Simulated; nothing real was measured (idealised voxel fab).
Proc. module: voxel quadruple lines
285 nm wide, 5 nm square cells: that's cross-section cut.
Each cross-section below is a grid of square cells, stated as bands in top-down order, with one or more rows of cells making up each band. For a band, the entry starts with two heights in nm, that of the top and then that of the bottom, and carries on with the band's materials in order from left to right, each alongside its width in nm; the word "full width" beside a single material means it fills the band edge to edge, and "blank" means empty space. We count height from 0. Below that, the starting wafer is all one material. The lowest band never ends at the bottom but goes on down; see "0 -> down" for how that is written. Top row gets the first number, bottom row gets the second, and each row in between changes by the same step: that is how a band width like "30..40" works. Take "no alterations made" at face value: in the step it is given for, the cross-section changed in none of its cells. Closed-off voids of 8+ cells (no open route to the top) go in "Closed void list", written width x height at distance from the left edge, in nm. If you see something after the settings on a step's line, that's the simulator's own remark about that step. overlay nm: how far to the right of its planned place the mask lay on this masked step (negative: to the left). In what follows, pairs of cross-sections are presented, each taken before and after one process step, with the after cross-section shown only down to the lowest band that was altered; the step, together with its settings, is stated below the pair. The pairs may stem from different runs of this module on the same starting wafer; accordingly, a pair should be taken as continuing from the one above it solely where its entry headed "Prior to step" indicates as much.
## Prior to step
- 35 -> 20 = polySi full width
- 20 -> 0 = TiN full width
- 0 -> down = Si full width
- Closed void list: none
## Sectional View, Post-Process
- 60 -> 35 = aC full width
- Anything lower than 35 is untouched.
- Closed void list: none
Q: step between the cross-sections above? A: DIRECTIONAL_DEP with material aC, thk nm 25
Prior to step: starting point is the after cross-section of the pair just above.
## Sectional View, Post-Process
- 95 -> 60 = 130 blank; 25 resist; 130 blank
- Anything lower than 60 is untouched.
- Closed void list: none
Q: step between the cross-sections above? A: PATTERN with tone cover, mask id MANDREL, material resist, width nm 25, thk nm 35, overlay nm 0
Prior to step: starting point is the after cross-section of the pair just above.
## Sectional View, Post-Process
- 70 -> 60 = 130 blank; 25 resist; 130 blank
- 60 -> 35 = 130 blank; 25 aC; 130 blank
- Anything lower than 35 is untouched.
- Closed void list: none
Q: step between the cross-sections above? A: DIRECTIONAL_ETCH with etch materials aC, depth nm 25
Prior to step: starting point is the after cross-section of the pair just above.
## Sectional View, Post-Process
- 60 -> 35 = 130 blank; 25 aC; 130 blank
- Anything lower than 35 is untouched.
- Closed void list: none
Q: step between the cross-sections above? A: STRIP with etch materials resist
Prior to step: starting point is the after cross-section of the pair just above.
## Sectional View, Post-Process
- 75 -> 60 = 115 blank; 55 SiO2; 115 blank
- 60 -> 50 = 115 blank; 15 SiO2; 25 aC; 15 SiO2; 115 blank
- 50 -> 35 = 130 SiO2; 25 aC; 130 SiO2
- Anything lower than 35 is untouched.
- Closed void list: none
Q: step between the cross-sections above? A: CONFORMAL_DEP with material SiO2, thk nm 15
Prior to step: starting point is the after cross-section of the pair just above.
## Sectional View, Post-Process
- 60 -> 35 = 115 blank; 15 SiO2; 25 aC; 15 SiO2; 115 blank
- Anything lower than 35 is untouched.
- Closed void list: none
Q: step between the cross-sections above? A: DIRECTIONAL_ETCH with etch materials SiO2, depth nm 15
Prior to step: starting point is the after cross-section of the pair just above.
## Sectional View, Post-Process
- 60 -> 35 = 115 blank; 15 SiO2; 25 blank; 15 SiO2; 115 blank
- Anything lower than 35 is untouched.
- Closed void list: none
Q: step between the cross-sections above? A: STRIP with etch materials aC
Prior to step: starting point is the after cross-section of the pair just above.
## Sectional View, Post-Process
- 60 -> 35 = 115 blank; 15 SiO2; 25 blank; 15 SiO2; 115 blank
- 35 -> 20 = 115 blank; 15 polySi; 25 blank; 15 polySi; 115 blank
- Anything lower than 20 is untouched.
- Closed void list: none
Q: step between the cross-sections above? A: DIRECTIONAL_ETCH with etch materials polySi, depth nm 15
Prior to step: starting point is the after cross-section of the pair just above.
## Sectional View, Post-Process
- 35 -> 20 = 115 blank; 15 polySi; 25 blank; 15 polySi; 115 blank
- Anything lower than 20 is untouched.
- Closed void list: none
Q: step between the cross-sections above? A: STRIP with etch materials SiO2
Prior to step: starting point is the after cross-section of the pair just above.
## Sectional View, Post-Process
- 40 -> 35 = 110 blank; 25 SiN; 15 blank; 25 SiN; 110 blank
- 35 -> 25 = 110 blank; 5 SiN; 15 polySi; 5 SiN; 15 blank; 5 SiN; 15 polySi; 5 SiN; 110 blank
- 25 -> 20 = 115 SiN; 15 polySi; 25 SiN; 15 polySi; 115 SiN
- Anything lower than 20 is untouched.
- Closed void list: none
Q: step between the cross-sections above? A: CONFORMAL_DEP with material SiN, thk nm 5
Prior to step: starting point is the after cross-section of the pair just above.
## Sectional View, Post-Process
- 35 -> 20 = 110 blank; 5 SiN; 15 polySi; 5 SiN; 15 blank; 5 SiN; 15 polySi; 5 SiN; 110 blank
- Anything lower than 20 is untouched.
- Closed void list: none
Q: step between the cross-sections above? A: DIRECTIONAL_ETCH with etch materials SiN, depth nm 5
Prior to step: starting point is the after cross-section of the pair just above.
## Sectional View, Post-Process
- 35 -> 20 = 110 blank; 5 SiN; 15 blank; 5 SiN; 15 blank; 5 SiN; 15 blank; 5 SiN; 110 blank
- Anything lower than 20 is untouched.
- Closed void list: none
Q: step between the cross-sections above? A: STRIP with etch materials polySi
Prior to step: starting point is the after cross-section of the pair just above.
## Sectional View, Post-Process
- 35 -> 20 = 110 blank; 5 SiN; 15 blank; 5 SiN; 15 blank; 5 SiN; 15 blank; 5 SiN; 110 blank
- 20 -> 10 = 110 blank; 5 TiN; 15 blank; 5 TiN; 15 blank; 5 TiN; 15 blank; 5 TiN; 110 blank
- Anything lower than 10 is untouched.
- Closed void list: none
Q: step between the cross-sections above? A: DIRECTIONAL_ETCH with etch materials TiN, depth nm 10
Prior to step: starting point is the after cross-section of the pair just above.
## Sectional View, Post-Process
- 20 -> 10 = 110 blank; 5 TiN; 15 blank; 5 TiN; 15 blank; 5 TiN; 15 blank; 5 TiN; 110 blank
- Anything lower than 10 is untouched.
- Closed void list: none
Q: step between the cross-sections above? A: STRIP with etch materials SiN
## Prior to step
- 60 -> 35 = aC full width
- 35 -> 20 = polySi full width
- 20 -> 10 = TiN full width
- 10 -> 0 = SiO2 full width
- 0 -> down = Si full width
- Closed void list: none
## Sectional View, Post-Process
- 95 -> 60 = 130 resist; 25 blank; 130 resist
- Anything lower than 60 is untouched.
- Closed void list: none
Q: step between the cross-sections above? A: PATTERN with tone open, mask id MANDREL, material resist, width nm 25, thk nm 35, overlay nm 0
Prior to step: starting point is the after cross-section of the pair just above.
## Sectional View, Post-Process
- 70 -> 60 = 130 resist; 25 blank; 130 resist
- 60 -> 35 = 130 aC; 25 blank; 130 aC
- Anything lower than 35 is untouched.
- Closed void list: none
Q: step between the cross-sections above? A: DIRECTIONAL_ETCH with etch materials aC, depth nm 25
Prior to step: starting point is the after cross-section of the pair just above.
## Sectional View, Post-Process
- 60 -> 35 = 130 aC; 25 blank; 130 aC
- Anything lower than 35 is untouched.
- Closed void list: none
Q: step between the cross-sections above? A: STRIP with etch materials resist
Prior to step: starting point is the after cross-section of the pair just above.
## Sectional View, Post-Process
- 75 -> 60 = SiO2 full width
- 60 -> 35 = 130 aC; 25 SiO2; 130 aC
- Anything lower than 35 is untouched.
- Closed void list: none
Q: step between the cross-sections above? A: CONFORMAL_DEP with material SiO2, thk nm 15
Prior to step: starting point is the after cross-section of the pair just above.
## Sectional View, Post-Process
- 60 -> 35 = 130 aC; 25 SiO2; 130 aC
- Anything lower than 35 is untouched.
- Closed void list: none
Q: step between the cross-sections above? A: DIRECTIONAL_ETCH with etch materials SiO2, depth nm 15
Prior to step: starting point is the after cross-section of the pair just above.
## Sectional View, Post-Process
- 60 -> 35 = 130 blank; 25 SiO2; 130 blank
- Anything lower than 35 is untouched.
- Closed void list: none
Q: step between the cross-sections above? A: STRIP with etch materials aC
Prior to step: starting point is the after cross-section of the pair just above.
## Sectional View, Post-Process
- 60 -> 35 = 130 blank; 25 SiO2; 130 blank
- 35 -> 20 = 130 blank; 25 polySi; 130 blank
- Anything lower than 20 is untouched.
- Closed void list: none
Q: step between the cross-sections above? A: DIRECTIONAL_ETCH with etch materials polySi, depth nm 15
Prior to step: starting point is the after cross-section of the pair just above.
## Sectional View, Post-Process
- 35 -> 20 = 130 blank; 25 polySi; 130 blank
- Anything lower than 20 is untouched.
- Closed void list: none
Q: step between the cross-sections above? A: STRIP with etch materials SiO2
Prior to step: starting point is the after cross-section of the pair just above.
## Sectional View, Post-Process
- 40 -> 35 = 125 blank; 35 SiN; 125 blank
- 35 -> 25 = 125 blank; 5 SiN; 25 polySi; 5 SiN; 125 blank
- 25 -> 20 = 130 SiN; 25 polySi; 130 SiN
- Anything lower than 20 is untouched.
- Closed void list: none
Q: step between the cross-sections above? A: CONFORMAL_DEP with material SiN, thk nm 5
Prior to step: starting point is the after cross-section of the pair just above.
## Sectional View, Post-Process
- 35 -> 20 = 125 blank; 5 SiN; 25 polySi; 5 SiN; 125 blank
- Anything lower than 20 is untouched.
- Closed void list: none
Q: step between the cross-sections above? A: DIRECTIONAL_ETCH with etch materials SiN, depth nm 5
Prior to step: starting point is the after cross-section of the pair just above.
## Sectional View, Post-Process
- 35 -> 20 = 125 blank; 5 SiN; 25 blank; 5 SiN; 125 blank
- Anything lower than 20 is untouched.
- Closed void list: none
Q: step between the cross-sections above? A: STRIP with etch materials polySi
Prior to step: starting point is the after cross-section of the pair just above.
## Sectional View, Post-Process
- 35 -> 20 = 125 blank; 5 SiN; 25 blank; 5 SiN; 125 blank
- 20 -> 10 = 125 blank; 5 TiN; 25 blank; 5 TiN; 125 blank
- Anything lower than 10 is untouched.
- Closed void list: none
Q: step between the cross-sections above? A: DIRECTIONAL_ETCH with etch materials TiN, depth nm 10
Prior to step: starting point is the after cross-section of the pair just above.
## Sectional View, Post-Process
- 20 -> 10 = 125 blank; 5 TiN; 25 blank; 5 TiN; 125 blank
- Anything lower than 10 is untouched.
- Closed void list: none
Q: step between the cross-sections above? A: STRIP with etch materials SiN
